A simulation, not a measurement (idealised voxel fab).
Documented hereafter: the process module known as voxel transistor to metal.
Square cells of 5 nm make up the cross-section cut, whose width is 205 nm.
This document writes a cross-section as a grid whose cells are square, and gives it as bands, listed from the top down; one or more rows of cells form a band. Top height, bottom height, nm. Materials left to right, width each, nm. Single material + "full width" = fills band edge to edge. "air" = empty. Heights from 0 (as-received wafer is one material below). Bottom band endless downward, as "0 and below". A width such as "30..40" changes by the same amount from each row of cells to the next, from the band's top row to its bottom row. "nothing changed" means the step left every cell of the cross-section as it was. Heads up: "Cavities, closed" only lists the empty pockets with no open path to the top that are 8 cells or more, and it writes them as width x height at distance, distance from the left edge, in nm. Formally, on a step line, whatever follows the settings is a remark that the simulator itself makes on the step. "overlay nm" answers the question of how far to the right of plan the mask lay on a step that has a mask, and when it is negative the answer is to the left.

Here's what the planned process steps look like
1) RECEIVE [material Si]
2) OXIDIZE [depth nm 5]
3) CONFORMAL_DEP [material SiN] [thk nm 10]
4) DIRECTIONAL_DEP [material aC] [thk nm 10]
5) PATTERN [tone cover] [mask id ACTIVE] [material resist] [width nm 100] [thk nm 25] [overlay nm -15]
6) DIRECTIONAL_ETCH [etch materials aC] [depth nm 10]
7) STRIP [etch materials resist]
8) DIRECTIONAL_ETCH [etch materials SiN] [depth nm 10]
9) DIRECTIONAL_ETCH [etch materials SiO2] [depth nm 5]
10) DIRECTIONAL_ETCH [etch materials Si] [depth nm 35]
11) STRIP [etch materials aC]
12) OXIDIZE [depth nm 5]
13) FILL_DEP [material SiO2] [thk nm 5]
14) CMP [height nm 10]
15) SELECTIVE_ETCH [etch materials SiO2] [depth nm 10]
16) STRIP [etch materials SiN]
17) SELECTIVE_ETCH [etch materials SiO2] [depth nm 5]
18) OXIDIZE [depth nm 5]
19) DIRECTIONAL_DEP [material polySi] [thk nm 20]
20) DIRECTIONAL_DEP [material SiCN] [thk nm 15]
21) PATTERN [tone cover] [mask id GATE] [material resist] [width nm 30] [thk nm 15] [overlay nm 0]
22) DIRECTIONAL_ETCH [etch materials SiCN] [depth nm 25]
23) DIRECTIONAL_ETCH [etch materials polySi] [depth nm 30]
24) STRIP [etch materials resist]
25) CONFORMAL_DEP [material SiN] [thk nm 10]
26) DIRECTIONAL_ETCH [etch materials SiN] [depth nm 10]
27) DIRECTIONAL_ETCH [etch materials SiO2] [depth nm 5]
28) DIRECTIONAL_ETCH [etch materials Si] [depth nm 10]
29) EPI [material nSi] [thk nm 15]
30) FILL_DEP [material SiO2] [thk nm 5]
31) CMP [height nm 15]
32) STRIP [etch materials polySi]
33) SELECTIVE_ETCH [etch materials SiO2] [depth nm 5]
34) CONFORMAL_DEP [material HfO2] [thk nm 5]
35) CONFORMAL_DEP [material TiN] [thk nm 5]
36) FILL_DEP [material W] [thk nm 5]
37) CMP [height nm 10]
38) DIRECTIONAL_DEP [material SiO2] [thk nm 10]
39) PATTERN [tone open] [mask id CONTACT] [material resist] [width nm 15] [pitch nm 75] [thk nm 20] [overlay nm 0]
40) DIRECTIONAL_ETCH [etch materials SiO2] [depth nm 25]
41) STRIP [etch materials resist]
42) CONFORMAL_DEP [material TiN] [thk nm 5]
43) FILL_DEP [material Ru] [thk nm 10]
44) CMP [height nm 20]
45) DIRECTIONAL_DEP [material TiN] [thk nm 5]
46) DIRECTIONAL_DEP [material Ru] [thk nm 20]
47) DIRECTIONAL_DEP [material aC] [thk nm 10]
48) PATTERN [tone cover] [mask id METAL_1] [material resist] [width nm 15] [pitch nm 75] [thk nm 25] [overlay nm 0]
49) DIRECTIONAL_ETCH [etch materials aC] [depth nm 10]
50) STRIP [etch materials resist]
51) DIRECTIONAL_ETCH [etch materials Ru] [depth nm 20]
52) DIRECTIONAL_ETCH [etch materials TiN] [depth nm 5]
53) STRIP [etch materials aC]
54) CONFORMAL_DEP [material SiN] [thk nm 5]
55) FILL_DEP [material lowk] [thk nm 10]
56) CMP [height nm 45]
57) CONFORMAL_DEP [material SiCN] [thk nm 5]
58) DIRECTIONAL_DEP [material lowk] [thk nm 30]
59) PATTERN [tone open] [mask id METAL_2] [material resist] [width nm 15] [pitch nm 75] [thk nm 20] [overlay nm 0]
60) DIRECTIONAL_ETCH [etch materials lowk] [depth nm 15]
61) STRIP [etch materials resist]
62) PATTERN [tone open] [mask id METAL_2_HOLES] [material resist] [width nm 15] [pitch nm 75] [thk nm 20] [overlay nm 0]
63) DIRECTIONAL_ETCH [etch materials lowk] [depth nm 15]
64) DIRECTIONAL_ETCH [etch materials SiCN] [depth nm 5]
65) STRIP [etch materials resist]
66) CONFORMAL_DEP [material TiN] [thk nm 5]
67) FILL_DEP [material Ru] [thk nm 5]
68) CMP [height nm 80]
69) CONFORMAL_DEP [material SiN] [thk nm 5]
Keep in mind the plan's value for the overlay nm of step 5 comes from the first wafer; the wafers don't share that setting, but they do share the same starting point.

Cross-section of the first incoming wafer of several, state after step 1
- 0 and below = Si full width
- Cavities, closed: none

Below is a per-wafer table. In it, each row describes the wafer at the end of the module by giving, for each material, the number of cells gained (+) or lost (-) since the wafer was received, and after that the closed voids of the wafer
overlay nm -15; +14 HfO2; +40 Ru; -259 Si; +35 SiCN; +104 SiN; +324 SiO2; +62 TiN; +4 W; +334 lowk; +39 nSi; Cavities, closed: none
overlay nm -10; +14 HfO2; +40 Ru; -259 Si; +35 SiCN; +104 SiN; +325 SiO2; +62 TiN; +4 W; +334 lowk; +38 nSi; Cavities, closed: none
overlay nm -5; +14 HfO2; +40 Ru; -259 Si; +35 SiCN; +104 SiN; +325 SiO2; +62 TiN; +4 W; +334 lowk; +38 nSi; Cavities, closed: none
overlay nm 0; +14 HfO2; +40 Ru; -259 Si; +35 SiCN; +104 SiN; +325 SiO2; +62 TiN; +4 W; +334 lowk; +38 nSi; Cavities, closed: none
overlay nm 5; +14 HfO2; +40 Ru; -259 Si; +35 SiCN; +104 SiN; +325 SiO2; +62 TiN; +4 W; +334 lowk; +38 nSi; Cavities, closed: none
overlay nm 10; +14 HfO2; +40 Ru; -259 Si; +35 SiCN; +104 SiN; +325 SiO2; +62 TiN; +4 W; +334 lowk; +38 nSi; Cavities, closed: none
overlay nm 15; +14 HfO2; +40 Ru; -259 Si; +35 SiCN; +104 SiN; +324 SiO2; +62 TiN; +4 W; +334 lowk; +39 nSi; Cavities, closed: none
